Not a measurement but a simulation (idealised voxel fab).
process module | voxel double patterning
Pictured: cross-section cut, 260 nm wide, on a grid of 5 nm square cells.
A cross-section in this document is a grid of square cells, and it is written down as bands, the top band listed before the ones below it; a band is made up of one or more rows of cells. Each band's line starts with the height of the band's top and of its bottom, in nm. Then come its materials from left to right, each with its width in nm. One material with "all across" fills the band from edge to edge. "empty" is empty space. Heights are measured from 0, the level below which the as-received wafer is all one material; the lowest band has no bottom and continues downward, written as in "0 and below". The width entry "30->40" should be interpreted row by row: the top row of cells in the band takes the first number, the bottom row takes the second number, and the change between adjacent rows is uniform throughout. A step reported as "nothing altered" is a step in which no cell of the cross-section changed. "Closed internal voids": empty spaces of 8 cells or more with no open way to the top, each given as width x height at distance, distance from the left edge, all in nm. Past the settings on a step's line: simulator remark, on that step. If you see "overlay nm" on a step's line and that step has a mask, it's telling you how far right of where it was planned the mask ended up; a negative number means it went left instead.

So here's the lineup of process steps we planned
1,op RECEIVE | material Si
2,op CONFORMAL_DEP | material SiO2 | thk nm 5
3,op DIRECTIONAL_DEP | material TiN | thk nm 15
4,op DIRECTIONAL_DEP | material SiCN | thk nm 10
5,op MASKED_ETCH | tone open | mask id FIRST | width nm 15 | pitch nm 50 | etch materials SiCN | depth nm 10 | overlay nm 0
6,op MASKED_ETCH | tone open | mask id SECOND | width nm 15 | pitch nm 50 | etch materials SiCN | depth nm 10 | overlay nm 0
7,op DIRECTIONAL_ETCH | etch materials TiN | depth nm 15
8,op STRIP | etch materials SiCN

The following pertains to the first of two wafers, which was processed as planned

This is the cross-section of the wafer as we received it, i.e. after step 1
0 and below = Si all across
Closed internal voids: none

Wafer xsec, post step 2
5 down to 0 = SiO2 all across
No changes below 0.

Wafer xsec, post step 3
20 down to 5 = TiN all across
No changes below 5.

Wafer xsec, post step 4
30 down to 20 = SiCN all across
No changes below 20.

Wafer xsec, post step 5
30 down to 20 = SiCN 70 nm / empty 15 nm / SiCN 35 nm / empty 15 nm / SiCN 35 nm / empty 15 nm / SiCN 75 nm
No changes below 20.

Wafer xsec, post step 6
30 down to 20 = SiCN 70 nm / empty 15 nm / SiCN 10 nm / empty 15 nm / SiCN 10 nm / empty 15 nm / SiCN 10 nm / empty 15 nm / SiCN 10 nm / empty 15 nm / SiCN 75 nm
No changes below 20.

Wafer xsec, post step 7
30 down to 20 = SiCN 70 nm / empty 15 nm / SiCN 10 nm / empty 15 nm / SiCN 10 nm / empty 15 nm / SiCN 10 nm / empty 15 nm / SiCN 10 nm / empty 15 nm / SiCN 75 nm
20 down to 5 = TiN 70 nm / empty 15 nm / TiN 10 nm / empty 15 nm / TiN 10 nm / empty 15 nm / TiN 10 nm / empty 15 nm / TiN 10 nm / empty 15 nm / TiN 75 nm
No changes below 5.

Wafer xsec, post step 8
20 down to 5 = TiN 70 nm / empty 15 nm / TiN 10 nm / empty 15 nm / TiN 10 nm / empty 15 nm / TiN 10 nm / empty 15 nm / TiN 10 nm / empty 15 nm / TiN 75 nm
No changes below 5.

For the second wafer, take the first wafer's start and plan, then add one mistake made in running it; everything through step 5, that step included, is shared with the first

The second wafer in cross-section, at the planned close of step 6
30 down to 20 = SiCN 70 nm / empty 15 nm / SiCN 5 nm / empty 25 nm / SiCN 5 nm / empty 15 nm / SiCN 5 nm / empty 25 nm / SiCN 5 nm / empty 15 nm / SiCN 75 nm
No changes below 20.

The second wafer in cross-section, at the planned close of step 7
30 down to 20 = SiCN 70 nm / empty 15 nm / SiCN 5 nm / empty 25 nm / SiCN 5 nm / empty 15 nm / SiCN 5 nm / empty 25 nm / SiCN 5 nm / empty 15 nm / SiCN 75 nm
20 down to 5 = TiN 70 nm / empty 15 nm / TiN 5 nm / empty 25 nm / TiN 5 nm / empty 15 nm / TiN 5 nm / empty 25 nm / TiN 5 nm / empty 15 nm / TiN 75 nm
No changes below 5.

The second wafer in cross-section, at the planned close of step 8
20 down to 5 = TiN 70 nm / empty 15 nm / TiN 5 nm / empty 25 nm / TiN 5 nm / empty 15 nm / TiN 5 nm / empty 25 nm / TiN 5 nm / empty 15 nm / TiN 75 nm
No changes below 5.
What was the processing mistake? off-plan run, step 6, actual operation and settings op MASKED_ETCH | tone open | mask id SECOND | width nm 25 | pitch nm 50 | etch materials SiCN | depth nm 10 | overlay nm 0
Upon completion, the second wafer contains, in terms of cells, a greater or smaller amount of certain materials than the first wafer: TiN: 12 fewer
